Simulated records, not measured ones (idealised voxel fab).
process module | voxel capacitor over wiring
cross-section cut | 190 nm wide | cells 5 nm
A cross-section is a grid of square cells, given in bands from the top down. A band is one or more rows of cells.
Each band's line starts with the height of the band's top and of its bottom, in nm. Then come its materials from left to right, each with its width in nm. One material with "throughout" fills the band from edge to edge. "air" is empty space.
Height 0 is the level under which the wafer as received is all one material. The lowest band goes on downwards, as in "0 down".
A width such as "30 to 40" changes by the same amount from each row of cells to the next, from the band's top row to its bottom row.
"no change" after a step means that no cell of the cross-section changed.
closed voids: empty space of 8 cells or more with no open way to the top, each as width x height at its distance from the left edge, in nm
after a step's settings: what the simulator itself notes on the step
overlay nm, on a step with a mask: how far to the right of its planned place the mask lay; to the left if negative
plan
1 op RECEIVE | material Si
2 op CONFORMAL_DEP | material SiO2 | thk nm 15
3 op DIRECTIONAL_DEP | material TiN | thk nm 5
4 op DIRECTIONAL_DEP | material Ru | thk nm 20
5 op PATTERN | tone cover | mask id METAL_1 | material resist | width nm 25 | pitch nm 95 | thk nm 20 | overlay nm 0
6 op DIRECTIONAL_ETCH | etch materials Ru | depth nm 20
7 op DIRECTIONAL_ETCH | etch materials TiN | depth nm 5
8 op STRIP | etch materials resist
9 op CONFORMAL_DEP | material SiN | thk nm 5
10 op FILL_DEP | material SiO2 | thk nm 5
11 op CMP | height nm 40
12 op CONFORMAL_DEP | material SiCN | thk nm 5
13 op DIRECTIONAL_DEP | material SiO2 | thk nm 15
14 op DIRECTIONAL_DEP | material aC | thk nm 15
15 op PATTERN | tone open | mask id PLUG_1 | material resist | width nm 15 | thk nm 30 | overlay nm 0
16 op DIRECTIONAL_ETCH | etch materials aC | depth nm 15
17 op STRIP | etch materials resist
18 op DIRECTIONAL_ETCH | etch materials SiO2 | depth nm 15
19 op DIRECTIONAL_ETCH | etch materials SiCN | depth nm 5
20 op STRIP | etch materials aC
21 op CONFORMAL_DEP | material TiN | thk nm 5
22 op FILL_DEP | material W | thk nm 5
23 op CMP | height nm 60
24 op DIRECTIONAL_DEP | material TiN | thk nm 10
25 op DIRECTIONAL_DEP | material HfO2 | thk nm 5
26 op DIRECTIONAL_DEP | material TiN | thk nm 10
27 op PATTERN | tone cover | mask id UPPER_PLATE | material resist | width nm 75 | thk nm 15 | overlay nm 0
28 op DIRECTIONAL_ETCH | etch materials TiN | depth nm 10
29 op DIRECTIONAL_ETCH | etch materials HfO2 | depth nm 5
30 op STRIP | etch materials resist
31 op PATTERN | tone cover | mask id LOWER_PLATE | material resist | width nm 85 | thk nm 15 | overlay nm 0
32 op DIRECTIONAL_ETCH | etch materials TiN | depth nm 10
33 op STRIP | etch materials resist
34 op FILL_DEP | material SiO2 | thk nm 20
35 op CMP | height nm 100
36 op DIRECTIONAL_DEP | material aC | thk nm 15
37 op PATTERN | tone open | mask id PLUG_2 | material resist | width nm 15 | thk nm 30 | overlay nm 0
38 op DIRECTIONAL_ETCH | etch materials aC | depth nm 15
39 op STRIP | etch materials resist
40 op DIRECTIONAL_ETCH | etch materials SiO2 | depth nm 15
41 op STRIP | etch materials aC
42 op CONFORMAL_DEP | material TiN | thk nm 5
43 op FILL_DEP | material Cu | thk nm 10
44 op CMP | height nm 100
45 op CONFORMAL_DEP | material SiCN | thk nm 5
as received, after step 1
  0 down: Si throughout
  closed voids: none
a wafer at the end: this start, this plan, one mistake
  105 to 100: SiCN throughout
  100 to 90: SiO2 55 | TiN 5 | Cu 5 | TiN 5 | SiO2 120
  90 to 85: SiO2 55 | TiN 15 | SiO2 120
  85 to 75: SiO2 45 | TiN 75 | SiO2 70
  75 to 70: SiO2 45 | HfO2 75 | SiO2 70
  70 to 60: SiO2 40 | TiN 85 | SiO2 65
  60 to 45: SiO2 45 | TiN 5 | W 5 | TiN 5 | SiO2 130
  45 to 40: SiCN 45 | TiN 15 | SiCN 130
  40 to 35: SiO2 throughout
  35 to 30: SiO2 30 | SiN 35 | SiO2 60 | SiN 35 | SiO2 30
  30 to 10: SiO2 30 | SiN 5 | Ru 25 | SiN 5 | SiO2 60 | SiN 5 | Ru 25 | SiN 5 | SiO2 30
  10 to 5: SiN 35 | TiN 25 | SiN 70 | TiN 25 | SiN 35
  5 to 0: SiO2 throughout
  0 down: Si throughout
  closed voids: none
what went wrong: step 2 ran as: op CONFORMAL_DEP | material SiO2 | thk nm 5
